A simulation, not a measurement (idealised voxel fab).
process module | voxel released beams
cross-section cut | 275 nm wide | cells 5 nm
A cross-section is a grid of square cells, given in bands from the top down. A band is one or more rows of cells.
Each band's line starts with the height of the band's top and of its bottom, in nm. Then come its materials from left to right, each with its width in nm. One material with "throughout" fills the band from edge to edge. "air" is empty space.
Height 0 is the level under which the wafer as received is all one material. The lowest band goes on downwards, as in "0 down".
A width such as "30 to 40" changes by the same amount from each row of cells to the next, from the band's top row to its bottom row.
"no change" after a step means that no cell of the cross-section changed.
closed voids: empty space of 8 cells or more with no open way to the top, each as width x height at its distance from the left edge, in nm
after a step's settings: what the simulator itself notes on the step
overlay nm, on a step with a mask: how far to the right of its planned place the mask lay; to the left if negative
plan
1 op RECEIVE | material Si
2 op CONFORMAL_DEP | material SiN | thk nm 5
3 op DIRECTIONAL_DEP | material SiO2 | thk nm 20
4 op MASKED_ETCH | tone open | mask id ANCHOR | width nm 35 | etch materials SiO2 | depth nm 20 | overlay nm 0
5 op CONFORMAL_DEP | material TiN | thk nm 10
6 op MASKED_ETCH | tone cover | mask id BEAM | width nm 85 | etch materials TiN | depth nm 10 | overlay nm 0
7 op STRIP | etch materials SiO2
as received, after step 1
  0 down: Si throughout
  closed voids: none
a wafer at the end: this start, this plan, one mistake
  35 to 25: air 90 | TiN 50 | air 135
  25 to 15: air 85 | TiN 10 | SiO2 35 | TiN 10 | air 135
  15 to 5: air 85 | TiN 10 | SiO2 35 | TiN 45 | air 100
  5 to 0: SiN throughout
  0 down: Si throughout
  closed voids: none
what went wrong: step 4 ran as: op MASKED_ETCH | tone cover | mask id ANCHOR | width nm 35 | etch materials SiO2 | depth nm 20 | overlay nm 0
